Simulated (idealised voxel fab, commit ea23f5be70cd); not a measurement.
The following process module bears the name voxel trench capacitor.
In the cross-section labelled cut, the width is 295 nm and each square cell is 5 nm.
If you're reading a cross-section in this doc, picture square cells in a grid; it comes to you as bands, top ones listed first down to the bottom, and a band can be one or more rows of cells. This entry defines a band. It first specifies the height of the band's top and the height of its bottom in nm, and then specifies the band's materials from left to right, stating each material with its width in nm. The word "edge to edge" identifies a single material that fills the band from edge to edge, while the word "empty" identifies empty space. The level at which height equals 0 is the one under which the wafer, as it arrives, is entirely one material. No lower edge exists for the bottom band, which continues downward and is notated as in "0 nm and below". Read "30..40" as a graded width: first number on top, second number at the bottom, same change between each pair of neighbouring rows. Reading "no modification" for a step: not a cell of the cross-section changed in it. Closed empty spaces (no open way to the top) of 8 cells or more are what "Voids, enclosed" lists, each as width x height at distance from the left edge, nm for all three. Note: text after step settings on the step line = simulator remark on that step. The "overlay nm" setting may appear on a step's line; for a step that uses a mask, it gives how far to the right of its planned position the mask lay, and a negative value indicates the left.

### List of planned process steps
1,RECEIVE with material Si
2,CONFORMAL_DEP with material SiN, thk nm 5
3,DIRECTIONAL_DEP with material aC, thk nm 10
4,PATTERN with tone open, mask id TRENCH, material resist, width nm 20, pitch nm 50, thk nm 30, overlay nm 0
5,DIRECTIONAL_ETCH with etch materials aC, depth nm 5
6,STRIP with etch materials resist
7,DIRECTIONAL_ETCH with etch materials SiN, depth nm 5
8,DIRECTIONAL_ETCH with etch materials Si, depth nm 35
9,STRIP with etch materials aC
10,CONFORMAL_DEP with material SiO2, thk nm 5
11,FILL_DEP with material polySi, thk nm 10
12,CMP with height nm 5
Split variable: depth nm, step 5. Plan value = first wafer. Wafers start alike.

### This is how the first of several wafers looked in cross-section when it arrived, which is after step 1
- 0 nm and below: Si edge to edge
- Voids, enclosed: none

### The figure below presents a cross-section of the first of several wafers at the conclusion of the module, following its last step, step 12
- 5 nm to 0 nm: SiN edge to edge
- 0 nm and below: Si edge to edge
- Voids, enclosed: none

### At the end of the module, the last of several wafers in cross-section
- 5 nm to 0 nm: 60 nm SiN, 5 nm SiO2, 10 nm polySi, 5 nm SiO2, 30 nm SiN, 5 nm SiO2, 10 nm polySi, 5 nm SiO2, 30 nm SiN, 5 nm SiO2, 10 nm polySi, 5 nm SiO2, 30 nm SiN, 5 nm SiO2, 10 nm polySi, 5 nm SiO2, 65 nm SiN
- 0 nm to -30 nm: 60 nm Si, 5 nm SiO2, 10 nm polySi, 5 nm SiO2, 30 nm Si, 5 nm SiO2, 10 nm polySi, 5 nm SiO2, 30 nm Si, 5 nm SiO2, 10 nm polySi, 5 nm SiO2, 30 nm Si, 5 nm SiO2, 10 nm polySi, 5 nm SiO2, 65 nm Si
- -30 nm to -35 nm: 60 nm Si, 20 nm SiO2, 30 nm Si, 20 nm SiO2, 30 nm Si, 20 nm SiO2, 30 nm Si, 20 nm SiO2, 65 nm Si
- -35 nm and below: Si edge to edge
- Voids, enclosed: none

### Per-wafer rows below. For each material: cells gained (+) or lost (-) since the wafer was received, as of end of module. Then: closed voids
depth nm 5, +59 SiN, Voids, enclosed: none
depth nm 10, -112 Si, +43 SiN, +72 SiO2, +56 polySi, Voids, enclosed: none
depth nm 15, -112 Si, +43 SiN, +72 SiO2, +56 polySi, Voids, enclosed: none
depth nm 20, -112 Si, +43 SiN, +72 SiO2, +56 polySi, Voids, enclosed: none
depth nm 25, -112 Si, +43 SiN, +72 SiO2, +56 polySi, Voids, enclosed: none
